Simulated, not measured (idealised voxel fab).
Process module heading - voxel self aligned contacts
Cross-section cut: width 175 nm, square cells of 5 nm.
Square cells in a grid make up a cross-section in this document, and the grid is given as bands, listed from the top down, each one or more rows of cells.
Heights first: top, then bottom, in nm. Then materials, left to right, each with a width in nm. "everywhere" on a single material: fills the band edge to edge. "blank": empty space.
We count height from 0. Below that, the starting wafer is all one material. The lowest band never ends at the bottom but goes on down; see "z 0 and below" for how that is written.
The notation "30->40" denotes a width that varies across the rows of cells in the band, beginning at the first number in the top row, finishing at the second number in the bottom row, and changing by an identical amount from each row to the next.
Reading "nothing changed" for a step: not a cell of the cross-section changed in it.
Enclosed voids (no open way to top), threshold 8 cells or more, entry "Enclosed internal voids", notation width x height at distance, distance from left edge, nm.
Text after the settings on a step's line: the simulator's own remark on that step.
overlay nm: on a step with a mask, how far right of its planned place the mask lay; negative means left.
PROCESS STEPS FORESEEN IN THE PLAN
1. RECEIVE [material Si]
2. CONFORMAL_DEP [material SiO2] [thk nm 5]
3. DIRECTIONAL_DEP [material polySi] [thk nm 20]
4. DIRECTIONAL_DEP [material SiN] [thk nm 20]
5. MASKED_ETCH [tone cover] [mask id GATE] [width nm 35] [pitch nm 65] [etch materials SiN] [depth nm 20] [overlay nm 0]
6. MASKED_ETCH [tone cover] [mask id GATE] [width nm 35] [pitch nm 65] [etch materials polySi] [depth nm 20] [overlay nm 0]
7. CONFORMAL_DEP [material SiN] [thk nm 5]
8. DIRECTIONAL_ETCH [etch materials SiN] [depth nm 5]
9. FILL_DEP [material SiO2] [thk nm 10]
10. CMP [height nm 50]
11. PATTERN [tone open] [mask id CONTACT] [material resist] [width nm 40] [thk nm 20] [overlay nm 0]
12. DIRECTIONAL_ETCH [etch materials SiO2] [depth nm 50]
13. STRIP [etch materials resist]
14. CONFORMAL_DEP [material TiN] [thk nm 5]
15. FILL_DEP [material W] [thk nm 10]
16. CMP [height nm 50]
17. CONFORMAL_DEP [material SiN] [thk nm 5]
CROSS-SECTION: WAFER ON ARRIVAL = AFTER STEP 1
z 0 and below  Si everywhere
Enclosed internal voids: none
STARTING WAFER: ABOVE. PLAN: ABOVE. RUN: ONE MISTAKE. CROSS-SECTION AFTER THE MODULE: BELOW
z 55 to 50  SiN everywhere
z 50 to 45  25 W, 40 TiN, 40 SiO2, 40 TiN, 30 W
z 45 to 25  25 W, 5 TiN, 45 SiN, 20 SiO2, 45 SiN, 5 TiN, 30 W
z 25 to 5  25 W, 5 TiN, 5 SiN, 35 polySi, 5 SiN, 20 SiO2, 5 SiN, 35 polySi, 5 SiN, 5 TiN, 30 W
z 5 to 0  30 TiN, 110 SiO2, 35 TiN
z 0 and below  Si everywhere
Enclosed internal voids: none
what went wrong: step 11 was not run as planned; what actually ran was PATTERN [tone cover] [mask id CONTACT] [material resist] [width nm 40] [thk nm 20] [overlay nm 0]
